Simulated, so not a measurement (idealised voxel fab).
process module | voxel local oxidation
cross-section cut | 230 nm wide | cells 5 nm
A cross-section is a grid of square cells, given in bands from the top down. A band is one or more rows of cells.
Each band's line starts with the height of the band's top and of its bottom, in nm. Then come its materials from left to right, each with its width in nm. One material with "throughout" fills the band from edge to edge. "air" is empty space.
Height 0 is the level under which the wafer as received is all one material. The lowest band goes on downwards, as in "0 down".
A width such as "30 to 40" changes by the same amount from each row of cells to the next, from the band's top row to its bottom row.
"no change" after a step means that no cell of the cross-section changed.
closed voids: empty space of 8 cells or more with no open way to the top, each as width x height at its distance from the left edge, in nm
after a step's settings: what the simulator itself notes on the step
overlay nm, on a step with a mask: how far to the right of its planned place the mask lay; to the left if negative
plan
1 op RECEIVE | material Si
2 op CONFORMAL_DEP | material SiO2 | thk nm 5
3 op CONFORMAL_DEP | material SiN | thk nm 15
4 op PATTERN | tone cover | mask id ACTIVE | material resist | width nm 90 | thk nm 15 | overlay nm 0
5 op DIRECTIONAL_ETCH | etch materials SiN | depth nm 15
6 op STRIP | etch materials resist
7 op SELECTIVE_ETCH | etch materials SiO2 | depth nm 5
8 op OXIDIZE | depth nm 10
9 op STRIP | etch materials SiN
first wafer, as planned
as received, after step 1
  0 down: Si throughout
  closed voids: none
after step 2
  5 to 0: SiO2 throughout
  below 0: unchanged
after step 3
  20 to 5: SiN throughout
  below 5: unchanged
after step 4
  35 to 20: air 70 | resist 90 | air 70
  below 20: unchanged
after step 5
  35 to 20: air 70 | resist 90 | air 70
  20 to 5: air 70 | SiN 90 | air 70
  below 5: unchanged
after step 6
  20 to 5: air 70 | SiN 90 | air 70
  below 5: unchanged
after step 7
  20 to 5: air 70 | SiN 90 | air 70
  5 to 0: air 75 | SiO2 80 | air 75
  below 0: unchanged
after step 8
  20 to 5: air 70 | SiN 90 | air 70
  5 to 0: air 75 | SiO2 80 | air 75
  0 to -10: SiO2 85 | Si 60 | SiO2 85
  below -10: unchanged
after step 9
  5 to 0: air 75 | SiO2 80 | air 75
  below 0: unchanged
second wafer: like start, like plan, one mistake. Through step 3 it matches the first wafer
when step 4 should have ended
  35 to 20: air 65 | resist 100 | air 65
  below 20: unchanged
when step 5 should have ended
  35 to 20: air 65 | resist 100 | air 65
  20 to 5: air 65 | SiN 100 | air 65
  below 5: unchanged
when step 6 should have ended
  20 to 5: air 65 | SiN 100 | air 65
  below 5: unchanged
when step 7 should have ended
  20 to 5: air 65 | SiN 100 | air 65
  5 to 0: air 70 | SiO2 90 | air 70
  below 0: unchanged
when step 8 should have ended
  20 to 5: air 65 | SiN 100 | air 65
  5 to 0: air 70 | SiO2 90 | air 70
  0 to -10: SiO2 80 | Si 70 | SiO2 80
  below -10: unchanged
when step 9 should have ended
  5 to 0: air 70 | SiO2 90 | air 70
  below 0: unchanged
what went wrong: step 4 ran as: op PATTERN | tone cover | mask id ACTIVE | material resist | width nm 100 | thk nm 15 | overlay nm 0
at the end the second wafer has, in cells: 4 more of Si | 2 fewer of SiO2
